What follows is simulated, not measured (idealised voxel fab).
process module | voxel double patterning
cross-section cut | 265 nm wide | cells 5 nm
A cross-section is a grid of square cells, given in bands from the top down. A band is one or more rows of cells.
Each band's line starts with the height of the band's top and of its bottom, in nm. Then come its materials from left to right, each with its width in nm. One material with "throughout" fills the band from edge to edge. "air" is empty space.
Height 0 is the level under which the wafer as received is all one material. The lowest band goes on downwards, as in "0 down".
A width such as "30 to 40" changes by the same amount from each row of cells to the next, from the band's top row to its bottom row.
"no change" after a step means that no cell of the cross-section changed.
closed voids: empty space of 8 cells or more with no open way to the top, each as width x height at its distance from the left edge, in nm
after a step's settings: what the simulator itself notes on the step
overlay nm, on a step with a mask: how far to the right of its planned place the mask lay; to the left if negative
plan
1 op RECEIVE | material Si
2 op CONFORMAL_DEP | material SiO2 | thk nm 10
3 op DIRECTIONAL_DEP | material polySi | thk nm 10
4 op DIRECTIONAL_DEP | material SiCN | thk nm 5
5 op DIRECTIONAL_DEP | material aC | thk nm 15
6 op PATTERN | tone open | mask id FIRST | material resist | width nm 15 | pitch nm 50 | thk nm 30 | overlay nm 0
7 op DIRECTIONAL_ETCH | etch materials aC | depth nm 15
8 op STRIP | etch materials resist
9 op DIRECTIONAL_ETCH | etch materials SiCN | depth nm 5
10 op STRIP | etch materials aC
11 op PATTERN | tone open | mask id SECOND | material resist | width nm 15 | thk nm 15 | overlay nm 0
12 op DIRECTIONAL_ETCH | etch materials SiCN | depth nm 5
13 op STRIP | etch materials resist
14 op DIRECTIONAL_ETCH | etch materials polySi | depth nm 10
15 op STRIP | etch materials SiCN
first wafer, as planned
as received, after step 1
  0 down: Si throughout
  closed voids: none
after step 2
  10 to 0: SiO2 throughout
  below 0: unchanged
after step 3
  20 to 10: polySi throughout
  below 10: unchanged
after step 4
  25 to 20: SiCN throughout
  below 20: unchanged
after step 5
  40 to 25: aC throughout
  below 25: unchanged
after step 6
  70 to 40: resist 100 | air 15 | resist 35 | air 15 | resist 100
  below 40: unchanged
after step 7
  55 to 40: resist 100 | air 15 | resist 35 | air 15 | resist 100
  40 to 25: aC 100 | air 15 | aC 35 | air 15 | aC 100
  below 25: unchanged
after step 8
  40 to 25: aC 100 | air 15 | aC 35 | air 15 | aC 100
  below 25: unchanged
after step 9
  40 to 25: aC 100 | air 15 | aC 35 | air 15 | aC 100
  25 to 20: SiCN 100 | air 15 | SiCN 35 | air 15 | SiCN 100
  below 20: unchanged
after step 10
  25 to 20: SiCN 100 | air 15 | SiCN 35 | air 15 | SiCN 100
  below 20: unchanged
after step 11
  40 to 25: resist 125 | air 15 | resist 125
  25 to 20: SiCN 100 | resist 15 | SiCN 35 | resist 15 | SiCN 100
  below 20: unchanged
after step 12
  40 to 25: resist 125 | air 15 | resist 125
  25 to 20: SiCN 100 | resist 15 | SiCN 10 | air 15 | SiCN 10 | resist 15 | SiCN 100
  below 20: unchanged
after step 13
  25 to 20: SiCN 100 | air 15 | SiCN 10 | air 15 | SiCN 10 | air 15 | SiCN 100
  below 20: unchanged
after step 14
  25 to 20: SiCN 100 | air 15 | SiCN 10 | air 15 | SiCN 10 | air 15 | SiCN 100
  20 to 10: polySi 100 | air 15 | polySi 10 | air 15 | polySi 10 | air 15 | polySi 100
  below 10: unchanged
after step 15
  20 to 10: polySi 100 | air 15 | polySi 10 | air 15 | polySi 10 | air 15 | polySi 100
  below 10: unchanged
second wafer: like start, like plan, one mistake. Through step 10 it matches the first wafer
when step 11 should have ended
  40 to 25: air 125 | resist 15 | air 125
  below 25: unchanged
when step 12 should have ended
  40 to 25: air 125 | resist 15 | air 125
  25 to 20: air 125 | SiCN 15 | air 125
  below 20: unchanged
when step 13 should have ended
  25 to 20: air 125 | SiCN 15 | air 125
  below 20: unchanged
when step 14 should have ended
  25 to 20: air 125 | SiCN 15 | air 125
  20 to 10: air 125 | polySi 15 | air 125
  below 10: unchanged
when step 15 should have ended
  20 to 10: air 125 | polySi 15 | air 125
  below 10: unchanged
what went wrong: step 11 ran as: op PATTERN | tone cover | mask id SECOND | material resist | width nm 15 | thk nm 15 | overlay nm 0
at the end the second wafer has, in cells: 82 fewer of polySi
